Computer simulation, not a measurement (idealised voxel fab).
You're looking at the process module voxel self aligned vias.
Each square cell in cross-section cut measures 5 nm, and the section as a whole is 255 nm wide.
A cross-section in this document is a grid of square cells, and it is written down as bands, the top band listed before the ones below it; a band is made up of one or more rows of cells. Each band's line starts with the height of the band's top and of its bottom, in nm. Then come its materials from left to right, each with its width in nm. One material with "edge to edge" fills the band from edge to edge. "empty" is empty space. Note: height 0 marks the level under which the wafer is uniformly one material as received. Lowest band unbounded below, written "0 nm and below". You'd read "30->40" like this: the band's top row of cells is as wide as the first number, its bottom row is as wide as the second, and going down, every row changes width by the same amount as the row before did. Step marked "nothing changed"? Then no cell in the cross-section changed in it. The entry titled "Closed void table" provides the empty spaces that have no open way to the top, restricted to those of 8 cells or more. Each is presented as width x height at distance, the distance being measured from the left edge, with all three in nm. Anything after a step's settings on that line? It's the simulator's own note about the step. overlay nm: how far to the right of its planned place the mask lay on this masked step (negative: to the left).

## This section lists the process steps that were planned
1,RECEIVE | material Si
2,CONFORMAL_DEP | material SiO2 | thk nm 10
3,CONFORMAL_DEP | material SiCN | thk nm 5
4,DIRECTIONAL_DEP | material lowk | thk nm 25
5,DIRECTIONAL_DEP | material aC | thk nm 10
6,PATTERN | tone open | mask id LINES | material resist | width nm 25 | pitch nm 65 | thk nm 25 | overlay nm 0
7,DIRECTIONAL_ETCH | etch materials aC | depth nm 10
8,STRIP | etch materials resist
9,DIRECTIONAL_ETCH | etch materials lowk | depth nm 25
10,STRIP | etch materials aC
11,CONFORMAL_DEP | material TiN | thk nm 5
12,FILL_DEP | material W | thk nm 10
13,CMP | height nm 40
14,SELECTIVE_ETCH | etch materials W Ru TiN | depth nm 5
15,FILL_DEP | material SiN | thk nm 5
16,CMP | height nm 40
17,DIRECTIONAL_DEP | material lowk | thk nm 15
18,MASKED_ETCH | tone open | mask id VIAS | width nm 45 | pitch nm 130 | etch materials lowk | depth nm 15 | overlay nm 0
19,MASKED_ETCH | tone open | mask id VIAS | width nm 45 | pitch nm 130 | etch materials SiN | depth nm 5 | overlay nm 0
20,CONFORMAL_DEP | material TiN | thk nm 5
21,FILL_DEP | material Ru | thk nm 5
22,CMP | height nm 55
23,CONFORMAL_DEP | material SiN | thk nm 5

## Below: the first of two wafers, run as planned

## Here's what the wafer looked like in cross-section when it arrived - that's after step 1
* 0 nm and below = Si edge to edge
* Closed void table: none

## Cross-section: wafer state after step 2
* 10 nm to 0 nm = SiO2 edge to edge
* Heights below 0 show no change.

## Cross-section: wafer state after step 3
* 15 nm to 10 nm = SiCN edge to edge
* Heights below 10 show no change.

## Cross-section: wafer state after step 4
* 40 nm to 15 nm = lowk edge to edge
* Heights below 15 show no change.

## Cross-section: wafer state after step 5
* 50 nm to 40 nm = aC edge to edge
* Heights below 40 show no change.

## Cross-section: wafer state after step 6
* 75 nm to 50 nm = 50 resist, 25 empty, 40 resist, 25 empty, 40 resist, 25 empty, 50 resist
* Heights below 50 show no change.

## Cross-section: wafer state after step 7
* 65 nm to 50 nm = 50 resist, 25 empty, 40 resist, 25 empty, 40 resist, 25 empty, 50 resist
* 50 nm to 40 nm = 50 aC, 25 empty, 40 aC, 25 empty, 40 aC, 25 empty, 50 aC
* Heights below 40 show no change.

## Cross-section: wafer state after step 8
* 50 nm to 40 nm = 50 aC, 25 empty, 40 aC, 25 empty, 40 aC, 25 empty, 50 aC
* Heights below 40 show no change.

## Cross-section: wafer state after step 9
* 50 nm to 40 nm = 50 aC, 25 empty, 40 aC, 25 empty, 40 aC, 25 empty, 50 aC
* 40 nm to 15 nm = 50 lowk, 25 empty, 40 lowk, 25 empty, 40 lowk, 25 empty, 50 lowk
* Heights below 15 show no change.

## Cross-section: wafer state after step 10
* 40 nm to 15 nm = 50 lowk, 25 empty, 40 lowk, 25 empty, 40 lowk, 25 empty, 50 lowk
* Heights below 15 show no change.

## Cross-section: wafer state after step 11
* 45 nm to 40 nm = 55 TiN, 15 empty, 50 TiN, 15 empty, 50 TiN, 15 empty, 55 TiN
* 40 nm to 20 nm = 50 lowk, 5 TiN, 15 empty, 5 TiN, 40 lowk, 5 TiN, 15 empty, 5 TiN, 40 lowk, 5 TiN, 15 empty, 5 TiN, 50 lowk
* 20 nm to 15 nm = 50 lowk, 25 TiN, 40 lowk, 25 TiN, 40 lowk, 25 TiN, 50 lowk
* Heights below 15 show no change.

## Cross-section: wafer state after step 12
* 55 nm to 45 nm = W edge to edge
* 45 nm to 40 nm = 55 TiN, 15 W, 50 TiN, 15 W, 50 TiN, 15 W, 55 TiN
* 40 nm to 20 nm = 50 lowk, 5 TiN, 15 W, 5 TiN, 40 lowk, 5 TiN, 15 W, 5 TiN, 40 lowk, 5 TiN, 15 W, 5 TiN, 50 lowk
* Heights below 20 show no change.

## Cross-section: wafer state after step 13
* 40 nm to 20 nm = 50 lowk, 5 TiN, 15 W, 5 TiN, 40 lowk, 5 TiN, 15 W, 5 TiN, 40 lowk, 5 TiN, 15 W, 5 TiN, 50 lowk
* Heights below 20 show no change.

## Cross-section: wafer state after step 14
* 40 nm to 35 nm = 50 lowk, 25 empty, 40 lowk, 25 empty, 40 lowk, 25 empty, 50 lowk
* Heights below 35 show no change.

## Cross-section: wafer state after step 15
* 45 nm to 40 nm = SiN edge to edge
* 40 nm to 35 nm = 50 lowk, 25 SiN, 40 lowk, 25 SiN, 40 lowk, 25 SiN, 50 lowk
* Heights below 35 show no change.

## Cross-section: wafer state after step 16
* 40 nm to 35 nm = 50 lowk, 25 SiN, 40 lowk, 25 SiN, 40 lowk, 25 SiN, 50 lowk
* Heights below 35 show no change.

## Cross-section: wafer state after step 17
* 55 nm to 40 nm = lowk edge to edge
* Heights below 40 show no change.

## Cross-section: wafer state after step 18
* 55 nm to 40 nm = 40 lowk, 45 empty, 85 lowk, 45 empty, 40 lowk
* Heights below 40 show no change.

## Cross-section: wafer state after step 19
* 55 nm to 40 nm = 40 lowk, 45 empty, 85 lowk, 45 empty, 40 lowk
* 40 nm to 35 nm = 50 lowk, 25 empty, 40 lowk, 25 SiN, 40 lowk, 25 empty, 50 lowk
* Heights below 35 show no change.

## Cross-section: wafer state after step 20
* 60 nm to 55 nm = 45 TiN, 35 empty, 95 TiN, 35 empty, 45 TiN
* 55 nm to 45 nm = 40 lowk, 5 TiN, 35 empty, 5 TiN, 85 lowk, 5 TiN, 35 empty, 5 TiN, 40 lowk
* 45 nm to 40 nm = 40 lowk, 15 TiN, 15 empty, 15 TiN, 85 lowk, 15 TiN, 15 empty, 15 TiN, 40 lowk
* 40 nm to 35 nm = 50 lowk, 25 TiN, 40 lowk, 25 SiN, 40 lowk, 25 TiN, 50 lowk
* Heights below 35 show no change.

## Cross-section: wafer state after step 21
* 65 nm to 60 nm = Ru edge to edge
* 60 nm to 55 nm = 45 TiN, 35 Ru, 95 TiN, 35 Ru, 45 TiN
* 55 nm to 45 nm = 40 lowk, 5 TiN, 35 Ru, 5 TiN, 85 lowk, 5 TiN, 35 Ru, 5 TiN, 40 lowk
* 45 nm to 40 nm = 40 lowk, 15 TiN, 15 Ru, 15 TiN, 85 lowk, 15 TiN, 15 Ru, 15 TiN, 40 lowk
* Heights below 40 show no change.

## Cross-section: wafer state after step 22
* 55 nm to 45 nm = 40 lowk, 5 TiN, 35 Ru, 5 TiN, 85 lowk, 5 TiN, 35 Ru, 5 TiN, 40 lowk
* Heights below 45 show no change.

## Cross-section: wafer state after step 23
* 60 nm to 55 nm = SiN edge to edge
* Heights below 55 show no change.

## Second wafer. Start and plan as for the first. One mistake made in running. Agrees with the first up to and including step 17

## Second wafer, sectioned view, at step 18's planned end time
* 55 nm to 40 nm = 40 lowk, 45 empty, 85 lowk, 45 empty, 40 lowk
* 40 nm to 35 nm = 40 lowk, 10 empty, 25 SiN, 10 empty, 30 lowk, 25 SiN, 30 lowk, 10 empty, 25 SiN, 10 empty, 40 lowk
* 35 nm to 25 nm = 40 lowk, 10 empty, 5 TiN, 15 W, 5 TiN, 10 empty, 30 lowk, 5 TiN, 15 W, 5 TiN, 30 lowk, 10 empty, 5 TiN, 15 W, 5 TiN, 10 empty, 40 lowk
* Heights below 25 show no change.

## Second wafer, sectioned view, at step 19's planned end time
* 55 nm to 40 nm = 40 lowk, 45 empty, 85 lowk, 45 empty, 40 lowk
* 40 nm to 35 nm = 40 lowk, 45 empty, 30 lowk, 25 SiN, 30 lowk, 45 empty, 40 lowk
* Heights below 35 show no change.

## Second wafer, sectioned view, at step 20's planned end time
* 60 nm to 55 nm = 45 TiN, 35 empty, 95 TiN, 35 empty, 45 TiN
* 55 nm to 40 nm = 40 lowk, 5 TiN, 35 empty, 5 TiN, 85 lowk, 5 TiN, 35 empty, 5 TiN, 40 lowk
* 40 nm to 35 nm = 40 lowk, 45 TiN, 30 lowk, 25 SiN, 30 lowk, 45 TiN, 40 lowk
* 35 nm to 25 nm = 40 lowk, 15 TiN, 15 W, 15 TiN, 30 lowk, 5 TiN, 15 W, 5 TiN, 30 lowk, 15 TiN, 15 W, 15 TiN, 40 lowk
* Heights below 25 show no change.

## Second wafer, sectioned view, at step 21's planned end time
* 65 nm to 60 nm = Ru edge to edge
* 60 nm to 55 nm = 45 TiN, 35 Ru, 95 TiN, 35 Ru, 45 TiN
* 55 nm to 40 nm = 40 lowk, 5 TiN, 35 Ru, 5 TiN, 85 lowk, 5 TiN, 35 Ru, 5 TiN, 40 lowk
* Heights below 40 show no change.

## Second wafer, sectioned view, at step 22's planned end time
* 55 nm to 40 nm = 40 lowk, 5 TiN, 35 Ru, 5 TiN, 85 lowk, 5 TiN, 35 Ru, 5 TiN, 40 lowk
* Heights below 40 show no change.

## Second wafer, sectioned view, at step 23's planned end time
* 60 nm to 55 nm = SiN edge to edge
* Heights below 55 show no change.
What was done differently from what was planned? step 18 of the plan saw execution twice
FYI, end of process, the second wafer has more or fewer cells of some materials than the first: Ru +8, TiN +16, lowk -24
